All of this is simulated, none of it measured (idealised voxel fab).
Presented below is a process module, voxel gate over fins.
The figure presents cross-section cut, which has a width of 145 nm and is divided into square cells with an edge length of 5 nm.
Cross-section, as written here: a square-cell grid given band by band from the top down, where a band holds one or more rows of cells. Each band's line starts with the height of the band's top and of its bottom, in nm. Then come its materials from left to right, each with its width in nm. One material with "edge to edge" fills the band from edge to edge. "empty" is empty space. Height reference: 0 = level under which incoming wafer is all one material. Lowest band: no bottom, runs on downward, e.g. "z 0 and below". You'd read "30->40" like this: the band's top row of cells is as wide as the first number, its bottom row is as wide as the second, and going down, every row changes width by the same amount as the row before did. No cell of the cross-section changed in a step that is given as "no change occurred". Heads up: "Enclosed void inventory" only lists the empty pockets with no open path to the top that are 8 cells or more, and it writes them as width x height at distance, distance from the left edge, in nm. Post-settings text on a step line: simulator's own remark regarding the step. "overlay nm" answers the question of how far to the right of plan the mask lay on a step that has a mask, and when it is negative the answer is to the left.
# Intended process steps
1 RECEIVE, material Si
2 CONFORMAL_DEP, material SiN, thk nm 5
3 MASKED_ETCH, tone cover, mask id FINS, width nm 15, pitch nm 35, etch materials SiN, depth nm 5, overlay nm 0
4 MASKED_ETCH, tone cover, mask id FINS, width nm 15, pitch nm 35, etch materials Si, depth nm 30, overlay nm 0
5 FILL_DEP, material SiO2, thk nm 10
6 CMP, height nm 5
7 SELECTIVE_ETCH, etch materials SiO2, depth nm 20
8 STRIP, etch materials SiN
9 CONFORMAL_DEP, material HfO2, thk nm 5
10 CONFORMAL_DEP, material TiN, thk nm 5
11 CONFORMAL_DEP, material TiAl, thk nm 5
12 CONFORMAL_DEP, material TiN, thk nm 5
13 FILL_DEP, material W, thk nm 10
14 CMP, height nm 25
15 CONFORMAL_DEP, material SiN, thk nm 5
# The first of the two wafers, which ran as planned
# Received-state cross-section, reflecting completion of step 1
> z 0 and below  Si edge to edge
> Enclosed void inventory: none
# Step 2 done - wafer cross-section
> z 5 to 0  SiN edge to edge
> Anything lower than 0 is untouched.
# Step 3 done - wafer cross-section
> z 5 to 0  empty=45, SiN=15, empty=20, SiN=15, empty=50
> Anything lower than 0 is untouched.
# Step 4 done - wafer cross-section
> z 5 to 0  empty=45, SiN=15, empty=20, SiN=15, empty=50
> z 0 to -30  empty=45, Si=15, empty=20, Si=15, empty=50
> Anything lower than -30 is untouched.
# Step 5 done - wafer cross-section
> z 15 to 5  SiO2 edge to edge
> z 5 to 0  SiO2=45, SiN=15, SiO2=20, SiN=15, SiO2=50
> z 0 to -30  SiO2=45, Si=15, SiO2=20, Si=15, SiO2=50
> Anything lower than -30 is untouched.
# Step 6 done - wafer cross-section
> z 5 to 0  SiO2=45, SiN=15, SiO2=20, SiN=15, SiO2=50
> Anything lower than 0 is untouched.
# Step 7 done - wafer cross-section
> z 5 to 0  empty=45, SiN=15, empty=20, SiN=15, empty=50
> z 0 to -15  empty=45, Si=15, empty=20, Si=15, empty=50
> Anything lower than -15 is untouched.
# Step 8 done - wafer cross-section
> z 0 to -15  empty=45, Si=15, empty=20, Si=15, empty=50
> Anything lower than -15 is untouched.
# Step 9 done - wafer cross-section
> z 5 to 0  empty=40, HfO2=25, empty=10, HfO2=25, empty=45
> z 0 to -10  empty=40, HfO2=5, Si=15, HfO2=5, empty=10, HfO2=5, Si=15, HfO2=5, empty=45
> z -10 to -15  HfO2=45, Si=15, HfO2=20, Si=15, HfO2=50
> Anything lower than -15 is untouched.
# Step 10 done - wafer cross-section
> z 10 to 5  empty=35, TiN=70, empty=40
> z 5 to 0  empty=35, TiN=5, HfO2=25, TiN=10, HfO2=25, TiN=5, empty=40
> z 0 to -5  empty=35, TiN=5, HfO2=5, Si=15, HfO2=5, TiN=10, HfO2=5, Si=15, HfO2=5, TiN=5, empty=40
> z -5 to -10  TiN=40, HfO2=5, Si=15, HfO2=5, TiN=10, HfO2=5, Si=15, HfO2=5, TiN=45
> Anything lower than -10 is untouched.
# Step 11 done - wafer cross-section
> z 15 to 10  empty=30, TiAl=80, empty=35
> z 10 to 5  empty=30, TiAl=5, TiN=70, TiAl=5, empty=35
> z 5 to 0  empty=30, TiAl=5, TiN=5, HfO2=25, TiN=10, HfO2=25, TiN=5, TiAl=5, empty=35
> z 0 to -5  TiAl=35, TiN=5, HfO2=5, Si=15, HfO2=5, TiN=10, HfO2=5, Si=15, HfO2=5, TiN=5, TiAl=40
> Anything lower than -5 is untouched.
# Step 12 done - wafer cross-section
> z 20 to 15  empty=25, TiN=90, empty=30
> z 15 to 10  empty=25, TiN=5, TiAl=80, TiN=5, empty=30
> z 10 to 5  empty=25, TiN=5, TiAl=5, TiN=70, TiAl=5, TiN=5, empty=30
> z 5 to 0  TiN=30, TiAl=5, TiN=5, HfO2=25, TiN=10, HfO2=25, TiN=5, TiAl=5, TiN=35
> Anything lower than 0 is untouched.
# Step 13 done - wafer cross-section
> z 30 to 20  W edge to edge
> z 20 to 15  W=25, TiN=90, W=30
> z 15 to 10  W=25, TiN=5, TiAl=80, TiN=5, W=30
> z 10 to 5  W=25, TiN=5, TiAl=5, TiN=70, TiAl=5, TiN=5, W=30
> Anything lower than 5 is untouched.
# Step 14 done - wafer cross-section
> z 25 to 20  W edge to edge
> Anything lower than 20 is untouched.
# Step 15 done - wafer cross-section
> z 30 to 25  SiN edge to edge
> Anything lower than 25 is untouched.
# It is to be noted that the second wafer proceeded from the same initial state and according to the same plan as the first, although one mistake was committed in its execution; through step 10, inclusive, the two wafers share an identical history
Second wafer, sectioned view, at step 11's planned end time: no change occurred
# Second wafer, sectioned view, at step 12's planned end time
> z 15 to 5  empty=30, TiN=80, empty=35
> z 5 to 0  empty=30, TiN=10, HfO2=25, TiN=10, HfO2=25, TiN=10, empty=35
> z 0 to -10  TiN=40, HfO2=5, Si=15, HfO2=5, TiN=10, HfO2=5, Si=15, HfO2=5, TiN=45
> Anything lower than -10 is untouched.
# Second wafer, sectioned view, at step 13's planned end time
> z 25 to 15  W edge to edge
> z 15 to 5  W=30, TiN=80, W=35
> z 5 to 0  W=30, TiN=10, HfO2=25, TiN=10, HfO2=25, TiN=10, W=35
> Anything lower than 0 is untouched.
Second wafer, sectioned view, at step 14's planned end time: no change occurred
# Second wafer, sectioned view, at step 15's planned end time
> z 30 to 25  SiN edge to edge
> Anything lower than 25 is untouched.
Deviation noted in wafer processing: step 11 of the plan got skipped, so it never ran
Cell-count delta at end, second wafer over first, by material: 35 fewer of TiAl; 35 more of W
